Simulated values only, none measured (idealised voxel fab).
The following process module bears the name voxel ribs on slabs.
Each square cell in cross-section cut measures 5 nm, and the section as a whole is 240 nm wide.
If you're reading a cross-section in this doc, picture square cells in a grid; it comes to you as bands, top ones listed first down to the bottom, and a band can be one or more rows of cells. Band entry format. Leading values: height of top, height of bottom, nm. Remainder: materials in left-to-right order, each with its width in nm. Special words: "all across" on a single material, which then fills the band edge to edge; "air", empty space. Where do heights start? At 0: under that level the wafer as delivered is made of one material only. And the lowest band has no floor; it just carries on downward, as in "top 0, no bottom". The two numbers in a width such as "30 to 40" mark its ends across the band: the first belongs to the top row of cells, the second to the bottom row, and from each row to the next the width moves by the same amount. Where a step carries "changes: none", the cross-section came out of it unchanged, cell for cell. Listed in "Sealed-off cavities": every empty space of 8 or more cells without an open way to the top. Form: width x height at distance, the distance being from the left edge, all in nm. Heads up: the bit after the settings on a step's line is the simulator's remark on that step. overlay nm: mask offset rightward from planned place, masked step; negative means leftward offset.
These are the steps we planned for the process
1 RECEIVE,material Si
2 DIRECTIONAL_DEP,material SiO2,thk nm 30
3 DIRECTIONAL_DEP,material SiN,thk nm 20
4 MASKED_ETCH,tone cover,mask id RIB,width nm 30,etch materials SiN,depth nm 10,overlay nm 0
5 PATTERN,tone cover,mask id SLAB,material resist,width nm 60,thk nm 20,overlay nm 0
6 DIRECTIONAL_ETCH,etch materials SiN,depth nm 10
7 STRIP,etch materials resist
8 FILL_DEP,material SiO2,thk nm 20
9 CMP,height nm 60
10 DIRECTIONAL_DEP,material TiN,thk nm 10
11 MASKED_ETCH,tone cover,mask id HEATER,width nm 40,etch materials TiN,depth nm 10,overlay nm 0
12 CONFORMAL_DEP,material SiO2,thk nm 5
Delivered wafer in cross-section: state after step 1
    top 0, no bottom  Si all across
    Sealed-off cavities: none
The cross-section shown corresponds to the wafer at the conclusion of the module. The initial structure and the process plan are those presented above; however, one mistake occurred in executing the plan
    top 75, bottom 70  air 95 / SiO2 50 / air 95
    top 70, bottom 65  air 95 / SiO2 5 / TiN 40 / SiO2 5 / air 95
    top 65, bottom 60  SiO2 100 / TiN 40 / SiO2 100
    top 60, bottom 50  SiO2 all across
    top 50, bottom 40  SiO2 100 / SiN 30 / SiO2 110
    top 40, bottom 30  SiO2 90 / SiN 60 / SiO2 90
    top 30, bottom 0  SiO2 all across
    top 0, no bottom  Si all across
    Sealed-off cavities: none
The mistake made against the process plan was this: step 4: run off-plan, actual operation and settings MASKED_ETCH,tone cover,mask id RIB,width nm 30,etch materials SiN,depth nm 10,overlay nm -5
